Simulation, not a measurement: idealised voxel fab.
Documented hereafter: the process module known as voxel wiring stack.
Cross-section cut: width 240 nm, square cells of 5 nm.
Throughout this document, each cross-section is represented as a grid of square cells and is presented as a sequence of bands enumerated from the top downward, where a band comprises one or more rows of cells. It is stipulated that each band's entry specify, in nanometres, the height of the top of the band and then that of its bottom, followed by the materials of the band in left-to-right sequence, each together with its width in nanometres. A single material marked by the word "full width" is understood to fill the band from edge to edge; the word "air" is understood to denote empty space. Note: height 0 marks the level under which the wafer is uniformly one material as received. Lowest band unbounded below, written "from 0 down". When a width is written as two numbers, as in "30 to 40", the first number is the width in the top row of cells of the band and the second is the width in its bottom row, and the width changes by the same amount from each row to the next. You'll sometimes find "left unchanged" written for a step, and that's the way of saying that nowhere in the cross-section did a cell change during that step. Entry "Enclosed internal cavities". Content: empty spaces with no open connection to the top, size 8 cells or greater. Each: width x height at distance. Distance: from left edge. Unit: nm. Post-settings text on a step line: simulator's own remark regarding the step. The "overlay nm" setting may appear on a step's line; for a step that uses a mask, it gives how far to the right of its planned position the mask lay, and a negative value indicates the left.

STEPS IN THE PROCESS PLAN
| 1 | RECEIVE,material Si |
| 2 | CONFORMAL_DEP,material SiO2,thk nm 10 |
| 3 | CONFORMAL_DEP,material SiN,thk nm 5 |
| 4 | DIRECTIONAL_DEP,material lowk,thk nm 15 |
| 5 | MASKED_ETCH,tone open,mask id METAL_1,width nm 30,pitch nm 45,etch materials lowk,depth nm 15,overlay nm 0 |
| 6 | MASKED_ETCH,tone open,mask id METAL_1,width nm 30,pitch nm 45,etch materials SiN,depth nm 5,overlay nm 0 |
| 7 | CONFORMAL_DEP,material TiN,thk nm 5 |
| 8 | FILL_DEP,material Cu,thk nm 5 |
| 9 | CMP,height nm 30 |
| 10 | CONFORMAL_DEP,material SiCN,thk nm 5 |
| 11 | DIRECTIONAL_DEP,material SiO2,thk nm 10 |
| 12 | PATTERN,tone open,mask id PLUG_1,material resist,width nm 15,pitch nm 45,thk nm 20,overlay nm 0 |
| 13 | DIRECTIONAL_ETCH,etch materials SiO2,depth nm 10 |
| 14 | DIRECTIONAL_ETCH,etch materials SiCN,depth nm 5 |
| 15 | STRIP,etch materials resist |
| 16 | CONFORMAL_DEP,material TiN,thk nm 5 |
| 17 | FILL_DEP,material W,thk nm 5 |
| 18 | CMP,height nm 45 |
| 19 | DIRECTIONAL_DEP,material TiN,thk nm 5 |
| 20 | DIRECTIONAL_DEP,material W,thk nm 15 |
| 21 | PATTERN,tone cover,mask id METAL_2,material resist,width nm 30,pitch nm 45,thk nm 20,overlay nm 0 |
| 22 | DIRECTIONAL_ETCH,etch materials W,depth nm 15 |
| 23 | DIRECTIONAL_ETCH,etch materials TiN,depth nm 5 |
| 24 | STRIP,etch materials resist |
| 25 | FILL_DEP,material lowk,thk nm 10 |
| 26 | CMP,height nm 65 |
| 27 | CONFORMAL_DEP,material SiCN,thk nm 5 |
| 28 | DIRECTIONAL_DEP,material lowk,thk nm 10 |
| 29 | PATTERN,tone open,mask id PLUG_2,material resist,width nm 15,pitch nm 90,thk nm 15,overlay nm 0 |
| 30 | DIRECTIONAL_ETCH,etch materials lowk,depth nm 10 |
| 31 | DIRECTIONAL_ETCH,etch materials SiCN,depth nm 5 |
| 32 | STRIP,etch materials resist |
| 33 | EPI,material Ru,thk nm 10 |
| 34 | EPI,material Ru,thk nm 5 |
| 35 | CONFORMAL_DEP,material SiCN,thk nm 5 |
| 36 | DIRECTIONAL_DEP,material SiO2,thk nm 20 |
| 37 | MASKED_ETCH,tone open,mask id METAL_3,width nm 30,pitch nm 45,etch materials SiO2,depth nm 20,overlay nm 0 |
| 38 | MASKED_ETCH,tone open,mask id METAL_3,width nm 30,pitch nm 45,etch materials SiCN,depth nm 5,overlay nm 0 |
| 39 | CONFORMAL_DEP,material TiN,thk nm 5 |
| 40 | FILL_DEP,material Cu,thk nm 10 |
| 41 | CMP,height nm 105 |
| 42 | CONFORMAL_DEP,material SiCN,thk nm 5 |
| 43 | DIRECTIONAL_DEP,material lowk,thk nm 35 |
| 44 | MASKED_ETCH,tone open,mask id METAL_4,width nm 30,pitch nm 45,etch materials lowk,depth nm 20,overlay nm 0 |
| 45 | MASKED_ETCH,tone open,mask id METAL_4_HOLES,width nm 15,pitch nm 45,etch materials lowk,depth nm 15,overlay nm 0 |
| 46 | MASKED_ETCH,tone open,mask id METAL_4_HOLES,width nm 15,pitch nm 45,etch materials SiCN,depth nm 5,overlay nm 0 |
| 47 | CONFORMAL_DEP,material TiN,thk nm 5 |
| 48 | FILL_DEP,material Cu,thk nm 5 |
| 49 | CMP,height nm 145 |
| 50 | CONFORMAL_DEP,material SiN,thk nm 5 |

INCOMING WAFER IN CROSS-SECTION (STATE: AFTER STEP 1)
> from 0 down  Si full width
> Enclosed internal cavities: none

A WAFER AT THE END: THIS START, THIS PLAN, ONE MISTAKE
> from 150 to 145  SiN full width
> from 145 to 130  60 lowk  5 TiN  20 Cu  5 TiN  15 lowk  5 TiN  20 Cu  5 TiN  15 lowk  5 TiN  20 Cu  5 TiN  60 lowk
> from 130 to 125  60 lowk  5 TiN  5 Cu  20 TiN  15 lowk  5 TiN  5 Cu  20 TiN  15 lowk  5 TiN  5 Cu  20 TiN  60 lowk
> from 125 to 110  60 lowk  5 TiN  5 Cu  5 TiN  30 lowk  5 TiN  5 Cu  5 TiN  30 lowk  5 TiN  5 Cu  5 TiN  75 lowk
> from 110 to 105  60 SiCN  15 TiN  30 SiCN  15 TiN  30 SiCN  15 TiN  75 SiCN
> from 105 to 90  55 Cu  5 TiN  30 SiO2  5 TiN  5 Cu  5 TiN  30 SiO2  5 TiN  5 Cu  5 TiN  30 SiO2  5 TiN  55 Cu
> from 90 to 85  60 TiN  30 SiO2  15 TiN  30 SiO2  15 TiN  30 SiO2  60 TiN
> from 85 to 80  SiCN full width
> from 80 to 70  60 lowk  15 Ru  75 lowk  15 Ru  75 lowk
> from 70 to 65  60 SiCN  15 Ru  75 SiCN  15 Ru  75 SiCN
> from 65 to 50  60 lowk  30 W  15 lowk  30 W  15 lowk  30 W  60 lowk
> from 50 to 45  60 lowk  30 TiN  15 lowk  30 TiN  15 lowk  30 TiN  60 lowk
> from 45 to 35  60 SiO2  5 TiN  5 W  5 TiN  30 SiO2  5 TiN  5 W  5 TiN  30 SiO2  5 TiN  5 W  5 TiN  75 SiO2
> from 35 to 30  60 SiCN  15 TiN  30 SiCN  15 TiN  30 SiCN  15 TiN  75 SiCN
> from 30 to 15  60 lowk  5 TiN  20 Cu  5 TiN  15 lowk  5 TiN  20 Cu  5 TiN  15 lowk  5 TiN  20 Cu  5 TiN  60 lowk
> from 15 to 10  60 SiN  30 TiN  15 SiN  30 TiN  15 SiN  30 TiN  60 SiN
> from 10 to 0  SiO2 full width
> from 0 down  Si full width
> Enclosed internal cavities: none
Here's what went sideways: step 37 went in with a setting other than planned; the actual run was MASKED_ETCH,tone cover,mask id METAL_3,width nm 30,pitch nm 45,etch materials SiO2,depth nm 20,overlay nm 0
